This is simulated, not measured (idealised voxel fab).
The name of this process module is voxel self aligned vias.
Square cell edge 5 nm, section width 205 nm, ID cut.
We lay out every cross-section as a grid of square cells and spell it out in bands from the top down, where one band means one or more rows of cells. Quick guide to a band line: top height, bottom height (nm) up front; then every material left to right with its width in nm. Only one material and it's marked "full width"? Then it fills the band edge to edge. And "empty" just means empty space. Heights from 0 (as-received wafer is one material below). Bottom band endless downward, as "0 nm and below". Quick explanation for "30..40": the width changes in equal steps down the rows of cells, from the first number in the band's top row to the second number in its bottom row. Where a step carries "no modification", the cross-section came out of it unchanged, cell for cell. Voids not open to the top, 8 cells minimum: see "Enclosed void entries". Written width x height at distance; distance is from the left edge; nm. Step line, after settings: the simulator's comment on this step. Steps that use a mask can have "overlay nm" on their line. It says how far the mask sat to the right of where it was meant to be. Negative means to the left.

So here's the lineup of process steps we planned
1) RECEIVE: material Si
2) CONFORMAL_DEP: material SiO2, thk nm 15
3) CONFORMAL_DEP: material SiCN, thk nm 5
4) DIRECTIONAL_DEP: material SiO2, thk nm 25
5) MASKED_ETCH: tone open, mask id LINES, width nm 20, pitch nm 70, etch materials SiO2, depth nm 25, overlay nm 0
6) CONFORMAL_DEP: material TiN, thk nm 5
7) FILL_DEP: material W, thk nm 10
8) CMP: height nm 45
9) SELECTIVE_ETCH: etch materials W Ru TiN, depth nm 5
10) FILL_DEP: material SiN, thk nm 5
11) CMP: height nm 45
12) DIRECTIONAL_DEP: material SiO2, thk nm 15
13) PATTERN: tone open, mask id VIAS, material resist, width nm 40, thk nm 20, overlay nm 0
14) DIRECTIONAL_ETCH: etch materials SiO2, depth nm 15
15) DIRECTIONAL_ETCH: etch materials SiN, depth nm 5
16) STRIP: etch materials resist
17) CONFORMAL_DEP: material TiN, thk nm 5
18) FILL_DEP: material W, thk nm 5
19) CMP: height nm 60
20) CONFORMAL_DEP: material SiN, thk nm 5

Wafer at receipt (post step 1), cross-section
	0 nm and below  Si full width
	Enclosed void entries: none

As-planned run: cross-section of the first of two wafers at end of module
	65 nm to 60 nm  SiN full width
	60 nm to 50 nm  SiO2 (45); TiN (5); W (30); TiN (5); SiO2 (120)
	50 nm to 45 nm  SiO2 (45); TiN (15); W (10); TiN (15); SiO2 (120)
	45 nm to 40 nm  SiO2 (55); TiN (20); SiO2 (50); SiN (20); SiO2 (60)
	40 nm to 25 nm  SiO2 (55); TiN (5); W (10); TiN (5); SiO2 (50); TiN (5); W (10); TiN (5); SiO2 (60)
	25 nm to 20 nm  SiO2 (55); TiN (20); SiO2 (50); TiN (20); SiO2 (60)
	20 nm to 15 nm  SiCN full width
	15 nm to 0 nm  SiO2 full width
	0 nm and below  Si full width
	Enclosed void entries: none

Second wafer through the module, sectioned at the end: same beginning and same plan as the first wafer, with one mistake in carrying it out
	65 nm to 60 nm  SiN full width
	60 nm to 45 nm  SiO2 (45); TiN (5); W (30); TiN (5); SiO2 (120)
	45 nm to 40 nm  SiO2 (45); TiN (40); SiO2 (40); SiN (20); SiO2 (60)
	40 nm to 35 nm  SiO2 (45); TiN (15); W (10); TiN (15); SiO2 (40); TiN (5); W (10); TiN (5); SiO2 (60)
	35 nm to 25 nm  SiO2 (55); TiN (5); W (10); TiN (5); SiO2 (50); TiN (5); W (10); TiN (5); SiO2 (60)
	25 nm to 20 nm  SiO2 (55); TiN (20); SiO2 (50); TiN (20); SiO2 (60)
	20 nm to 15 nm  SiCN full width
	15 nm to 0 nm  SiO2 full width
	0 nm and below  Si full width
	Enclosed void entries: none
Deviation noted in wafer processing: so step 14 ended up running with a different setting than we planned, it ran as DIRECTIONAL_ETCH: etch materials SiO2, depth nm 25
Final difference in cells, second wafer against first, listed per material as more or fewer: SiO2: 8 fewer, TiN: 4 more, W: 4 more
